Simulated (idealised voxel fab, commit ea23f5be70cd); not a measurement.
Module name: voxel ribs on slabs (process module)
The figure presents cross-section cut, which has a width of 265 nm and is divided into square cells with an edge length of 5 nm.
Square cells in a grid make up a cross-section in this document, and the grid is given as bands, listed from the top down, each one or more rows of cells.
The band entry comprises the height of the band's top followed by the height of its bottom, expressed in nm, and subsequently the band's materials from left to right, each stated together with its width in nm. Where a single material is marked with the word "full width", that material fills the band from edge to edge. The word "empty" represents empty space.
The level at which height equals 0 is the one under which the wafer, as it arrives, is entirely one material. No lower edge exists for the bottom band, which continues downward and is notated as in "z 0 and below".
The notation "30..40" denotes a width that varies across the rows of cells in the band, beginning at the first number in the top row, finishing at the second number in the bottom row, and changing by an identical amount from each row to the next.
"remained the same" (step): cross-section cells unchanged, all of them.
Empty spaces counting at least 8 cells and having no open way to the top are listed in "Voids, sealed". The notation width x height at distance is used for each, the distance being from the left edge and all three values in nm.
after a step's settings: what the simulator itself notes on the step
overlay nm: step with mask; distance mask lay right of planned place; negative value = left of planned place.
Planned process steps:
1,RECEIVE, material Si
2,DIRECTIONAL_DEP, material SiO2, thk nm 30
3,DIRECTIONAL_DEP, material polySi, thk nm 20
4,PATTERN, tone cover, mask id RIB, material resist, width nm 30, thk nm 15, overlay nm 0
5,DIRECTIONAL_ETCH, etch materials polySi, depth nm 5
6,STRIP, etch materials resist
7,MASKED_ETCH, tone cover, mask id SLAB, width nm 60, etch materials polySi, depth nm 15, overlay nm 0
8,FILL_DEP, material SiO2, thk nm 20
9,CMP, height nm 60
10,DIRECTIONAL_DEP, material TiN, thk nm 10
11,PATTERN, tone cover, mask id HEATER, material resist, width nm 40, thk nm 15, overlay nm 0
12,DIRECTIONAL_ETCH, etch materials TiN, depth nm 10
13,STRIP, etch materials resist
14,CONFORMAL_DEP, material SiN, thk nm 10
Wafer as received: cross-section following step 1:
* z 0 and below: Si full width
* Voids, sealed: none
Cross-sectional result after module completion. Note: starting condition and plan are unchanged from above; one processing mistake was made:
* z 80 to 70: empty 100  SiN 60  empty 105
* z 70 to 60: SiN 110  TiN 40  SiN 115
* z 60 to 50: SiO2 full width
* z 50 to 45: SiO2 100  polySi 15  SiO2 30  polySi 15  SiO2 105
* z 45 to 35: SiO2 100  polySi 60  SiO2 105
* z 35 to 30: polySi full width
* z 30 to 0: SiO2 full width
* z 0 and below: Si full width
* Voids, sealed: none
What was the processing mistake? step 4 did not happen as planned, as run it was PATTERN, tone open, mask id RIB, material resist, width nm 30, thk nm 15, overlay nm 0
